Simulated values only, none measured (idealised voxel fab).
process module | voxel wiring stack
Square cells of 5 nm make up the cross-section cut, whose width is 205 nm.
Cross-sections here: square-cell grids, written as top-down lists of bands, a band being one or more rows of cells.
Band: top and bottom heights (nm) first, top before bottom; then materials from left to right, widths in nm. "full width" marks a sole material filling the band edge to edge. "empty" denotes empty space.
Height 0 is the level under which the wafer as received is all one material. The lowest band goes on downwards, as in "from 0 down".
Note: "30..40" means the width goes from the first number (top row of the band) to the second number (bottom row) in equal steps per row of cells.
"remains unaltered" means the step left every cell of the cross-section as it was.
"Enclosed internal cavities" - sealed voids, min. 8 cells, no opening to top; format: width x height at distance (distance from left edge; nm throughout).
What comes after the settings on a step's line is commentary from the simulator itself on that step.
Among the settings permitted on a step's line is "overlay nm"; applied to a step with a mask, it specifies the extent to which the mask lay to the right of its planned position, whereas a negative figure signifies a position to the left.
**This section lists the process steps that were planned**
1) RECEIVE, material Si
2) CONFORMAL_DEP, material SiO2, thk nm 10
3) DIRECTIONAL_DEP, material TiN, thk nm 5
4) DIRECTIONAL_DEP, material W, thk nm 20
5) PATTERN, tone cover, mask id METAL_1, material resist, width nm 30, pitch nm 50, thk nm 20, overlay nm 0
6) DIRECTIONAL_ETCH, etch materials W, depth nm 20
7) DIRECTIONAL_ETCH, etch materials TiN, depth nm 5
8) STRIP, etch materials resist
9) FILL_DEP, material SiO2, thk nm 10
10) CMP, height nm 35
11) CONFORMAL_DEP, material SiCN, thk nm 5
12) DIRECTIONAL_DEP, material lowk, thk nm 30
13) PATTERN, tone open, mask id METAL_2_HOLES, material resist, width nm 15, pitch nm 50, thk nm 20, overlay nm 0
14) DIRECTIONAL_ETCH, etch materials lowk, depth nm 30
15) STRIP, etch materials resist
16) PATTERN, tone open, mask id METAL_2, material resist, width nm 30, pitch nm 50, thk nm 15, overlay nm 0
17) DIRECTIONAL_ETCH, etch materials lowk, depth nm 15
18) DIRECTIONAL_ETCH, etch materials SiCN, depth nm 5
19) STRIP, etch materials resist
20) CONFORMAL_DEP, material TiN, thk nm 5
21) FILL_DEP, material Ru, thk nm 5
22) CMP, height nm 70
23) CONFORMAL_DEP, material SiCN, thk nm 5
24) DIRECTIONAL_DEP, material SiO2, thk nm 25
25) PATTERN, tone open, mask id METAL_3_HOLES, material resist, width nm 15, pitch nm 50, thk nm 20, overlay nm 0
26) DIRECTIONAL_ETCH, etch materials SiO2, depth nm 25
27) STRIP, etch materials resist
28) DIRECTIONAL_DEP, material aC, thk nm 15
29) PATTERN, tone open, mask id METAL_3, material resist, width nm 30, pitch nm 50, thk nm 35, overlay nm 0
30) DIRECTIONAL_ETCH, etch materials aC, depth nm 15
31) STRIP, etch materials resist
32) DIRECTIONAL_ETCH, etch materials SiO2, depth nm 15
33) DIRECTIONAL_ETCH, etch materials SiCN, depth nm 5
34) STRIP, etch materials aC
35) CONFORMAL_DEP, material TiN, thk nm 5
36) FILL_DEP, material Cu, thk nm 10
37) CMP, height nm 100
38) CONFORMAL_DEP, material SiCN, thk nm 5
39) DIRECTIONAL_DEP, material lowk, thk nm 35
40) DIRECTIONAL_DEP, material aC, thk nm 15
41) PATTERN, tone open, mask id METAL_4, material resist, width nm 30, pitch nm 50, thk nm 30, overlay nm 0
42) DIRECTIONAL_ETCH, etch materials aC, depth nm 15
43) STRIP, etch materials resist
44) DIRECTIONAL_ETCH, etch materials lowk, depth nm 20
45) STRIP, etch materials aC
46) PATTERN, tone open, mask id METAL_4_HOLES, material resist, width nm 15, pitch nm 50, thk nm 20, overlay nm 0
47) DIRECTIONAL_ETCH, etch materials lowk, depth nm 15
48) DIRECTIONAL_ETCH, etch materials SiCN, depth nm 5
49) STRIP, etch materials resist
50) CONFORMAL_DEP, material TiN, thk nm 5
51) FILL_DEP, material Ru, thk nm 5
52) CMP, height nm 140
53) CONFORMAL_DEP, material SiCN, thk nm 5
**Wafer as received: cross-section following step 1**
    from 0 down  Si full width
    Enclosed internal cavities: none
**One mistake in running the module, otherwise start and plan as above: cross-section at the end**
    from 145 to 140  SiCN full width
    from 140 to 125  60 of lowk; 5 of TiN; 20 of Ru; 5 of TiN; 20 of lowk; 5 of TiN; 20 of Ru; 5 of TiN; 65 of lowk
    from 125 to 120  60 of lowk; 5 of TiN; 5 of Ru; 20 of TiN; 20 of lowk; 5 of TiN; 5 of Ru; 20 of TiN; 65 of lowk
    from 120 to 105  60 of lowk; 5 of TiN; 5 of Ru; 5 of TiN; 35 of lowk; 5 of TiN; 5 of Ru; 5 of TiN; 80 of lowk
    from 105 to 100  60 of SiCN; 15 of TiN; 35 of SiCN; 15 of TiN; 80 of SiCN
    from 100 to 90  60 of SiO2; 5 of TiN; 20 of Cu; 5 of TiN; 20 of SiO2; 5 of TiN; 20 of Cu; 5 of TiN; 65 of SiO2
    from 90 to 85  60 of SiO2; 5 of TiN; 5 of Cu; 20 of TiN; 20 of SiO2; 5 of TiN; 5 of Cu; 20 of TiN; 65 of SiO2
    from 85 to 75  60 of SiO2; 5 of TiN; 5 of Cu; 5 of TiN; 35 of SiO2; 5 of TiN; 5 of Cu; 5 of TiN; 80 of SiO2
    from 75 to 70  60 of SiCN; 15 of TiN; 35 of SiCN; 15 of TiN; 80 of SiCN
    from 70 to 60  60 of lowk; 5 of TiN; 20 of Ru; 5 of TiN; 20 of lowk; 5 of TiN; 20 of Ru; 5 of TiN; 65 of lowk
    from 60 to 55  60 of lowk; 5 of TiN; 5 of Ru; 20 of TiN; 20 of lowk; 5 of TiN; 5 of Ru; 20 of TiN; 65 of lowk
    from 55 to 40  60 of lowk; 5 of TiN; 5 of Ru; 5 of TiN; 35 of lowk; 5 of TiN; 5 of Ru; 5 of TiN; 80 of lowk
    from 40 to 35  60 of SiCN; 15 of TiN; 35 of SiCN; 15 of TiN; 80 of SiCN
    from 35 to 15  60 of Ru; 30 of W; 20 of Ru; 30 of W; 65 of Ru
    from 15 to 10  60 of Ru; 30 of TiN; 20 of Ru; 30 of TiN; 65 of Ru
    from 10 to 0  SiO2 full width
    from 0 down  Si full width
    Enclosed internal cavities: none
What was done differently from what was planned? step 9 was processed under conditions differing from the plan, specifically as FILL_DEP, material Ru, thk nm 10
